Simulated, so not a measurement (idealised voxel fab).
The process module presented herein is designated voxel capacitor over wiring.
Each square cell in cross-section cut measures 5 nm, and the section as a whole is 200 nm wide.
If you're reading a cross-section in this doc, picture square cells in a grid; it comes to you as bands, top ones listed first down to the bottom, and a band can be one or more rows of cells.
Band: top height; bottom height; in nm. Then, left to right: material with width in nm, for each material. "everywhere": a single material spanning edge to edge. "air": empty space.
Heights from 0 (as-received wafer is one material below). Bottom band endless downward, as "z 0 and below".
Width spec "30 to 40" -> top row of cells at first value, bottom row at second value, equal per-row change in between.
Step marked "same as before"? Then no cell in the cross-section changed in it.
Voids not open to the top, 8 cells minimum: see "Cavities, closed". Written width x height at distance; distance is from the left edge; nm.
That trailing text on a step's line, after the settings, is the simulator's own remark on the step.
A step's line can hold "overlay nm"; with a mask on that step, the setting says how far right of the planned place the mask lay, while a negative setting says it lay to the left.

**Planned step list for the process**
1,RECEIVE with material Si
2,CONFORMAL_DEP with material SiO2, thk nm 15
3,DIRECTIONAL_DEP with material TiN, thk nm 5
4,DIRECTIONAL_DEP with material W, thk nm 25
5,DIRECTIONAL_DEP with material aC, thk nm 15
6,PATTERN with tone cover, mask id METAL_1, material resist, width nm 25, pitch nm 95, thk nm 30, overlay nm 0
7,DIRECTIONAL_ETCH with etch materials aC, depth nm 15
8,STRIP with etch materials resist
9,DIRECTIONAL_ETCH with etch materials W, depth nm 25
10,DIRECTIONAL_ETCH with etch materials TiN, depth nm 5
11,STRIP with etch materials aC
12,FILL_DEP with material SiO2, thk nm 10
13,CMP with height nm 45
14,CONFORMAL_DEP with material SiCN, thk nm 5
15,DIRECTIONAL_DEP with material lowk, thk nm 20
16,DIRECTIONAL_DEP with material aC, thk nm 15
17,PATTERN with tone open, mask id PLUG_1, material resist, width nm 15, thk nm 30, overlay nm 0
18,DIRECTIONAL_ETCH with etch materials aC, depth nm 15
19,STRIP with etch materials resist
20,DIRECTIONAL_ETCH with etch materials lowk, depth nm 20
21,DIRECTIONAL_ETCH with etch materials SiCN, depth nm 5
22,STRIP with etch materials aC
23,CONFORMAL_DEP with material TiN, thk nm 5
24,FILL_DEP with material Cu, thk nm 5
25,CMP with height nm 70
26,DIRECTIONAL_DEP with material TiN, thk nm 5
27,DIRECTIONAL_DEP with material HfO2, thk nm 5
28,DIRECTIONAL_DEP with material TiN, thk nm 5
29,MASKED_ETCH with tone cover, mask id UPPER_PLATE, width nm 75, etch materials TiN, depth nm 5, overlay nm 0
30,MASKED_ETCH with tone cover, mask id UPPER_PLATE, width nm 75, etch materials HfO2, depth nm 5, overlay nm 0
31,MASKED_ETCH with tone cover, mask id LOWER_PLATE, width nm 85, etch materials TiN, depth nm 10, overlay nm 0
32,FILL_DEP with material SiO2, thk nm 15
33,CMP with height nm 100
34,PATTERN with tone open, mask id PLUG_2, material resist, width nm 15, thk nm 20, overlay nm 0
35,DIRECTIONAL_ETCH with etch materials SiO2, depth nm 10
36,STRIP with etch materials resist
37,CONFORMAL_DEP with material TiN, thk nm 5
38,FILL_DEP with material W, thk nm 5
39,CMP with height nm 100
40,CONFORMAL_DEP with material SiN, thk nm 5
Wafers differ in thk nm at step 26; plan lists the first wafer's value; identical starting state.

**First of several wafers (as received, post step 1), cross-sectional view**
  z 0 and below: Si everywhere
  Cavities, closed: none

**Cross-section of the first of several wafers once the module has run through its last step, step 40**
  z 105 to 100: SiN everywhere
  z 100 to 95: SiO2 (60) / TiN (5) / W (5) / TiN (5) / SiO2 (125)
  z 95 to 90: SiO2 (60) / TiN (15) / SiO2 (125)
  z 90 to 85: SiO2 everywhere
  z 85 to 80: SiO2 (50) / TiN (75) / SiO2 (75)
  z 80 to 75: SiO2 (50) / HfO2 (75) / SiO2 (75)
  z 75 to 70: SiO2 (45) / TiN (85) / SiO2 (70)
  z 70 to 50: lowk (50) / TiN (5) / Cu (5) / TiN (5) / lowk (135)
  z 50 to 45: SiCN (50) / TiN (15) / SiCN (135)
  z 45 to 20: SiO2 (40) / W (25) / SiO2 (70) / W (25) / SiO2 (40)
  z 20 to 15: SiO2 (40) / TiN (25) / SiO2 (70) / TiN (25) / SiO2 (40)
  z 15 to 0: SiO2 everywhere
  z 0 and below: Si everywhere
  Cavities, closed: none

**A cross-section through the last wafer at the close of the module**
  z 105 to 100: SiN everywhere
  z 100 to 95: SiO2 (50) / HfO2 (75) / SiO2 (75)
  z 95 to 85: SiO2 (45) / TiN (85) / SiO2 (70)
  z 85 to 70: TiN everywhere
  z 70 to 50: lowk (50) / TiN (5) / Cu (5) / TiN (5) / lowk (135)
  z 50 to 45: SiCN (50) / TiN (15) / SiCN (135)
  z 45 to 20: SiO2 (40) / W (25) / SiO2 (70) / W (25) / SiO2 (40)
  z 20 to 15: SiO2 (40) / TiN (25) / SiO2 (70) / TiN (25) / SiO2 (40)
  z 15 to 0: SiO2 everywhere
  z 0 and below: Si everywhere
  Cavities, closed: none

**End of module, by wafer: material-by-material cell gain (+) or loss (-) since receipt, then closed voids**
thk nm 5; +4 Cu; +15 HfO2; +37 SiCN; +40 SiN; +487 SiO2; +58 TiN; +51 W; +148 lowk; Cavities, closed: none
thk nm 10; +4 Cu; +15 HfO2; +37 SiCN; +40 SiN; +470 SiO2; +75 TiN; +51 W; +148 lowk; Cavities, closed: none
thk nm 15; +4 Cu; +15 HfO2; +37 SiCN; +40 SiN; +433 SiO2; +113 TiN; +50 W; +148 lowk; Cavities, closed: none
thk nm 20; +4 Cu; +15 HfO2; +37 SiCN; +40 SiN; +396 SiO2; +150 TiN; +50 W; +148 lowk; Cavities, closed: none
thk nm 25; +4 Cu; +15 HfO2; +37 SiCN; +40 SiN; +371 SiO2; +175 TiN; +50 W; +148 lowk; Cavities, closed: none
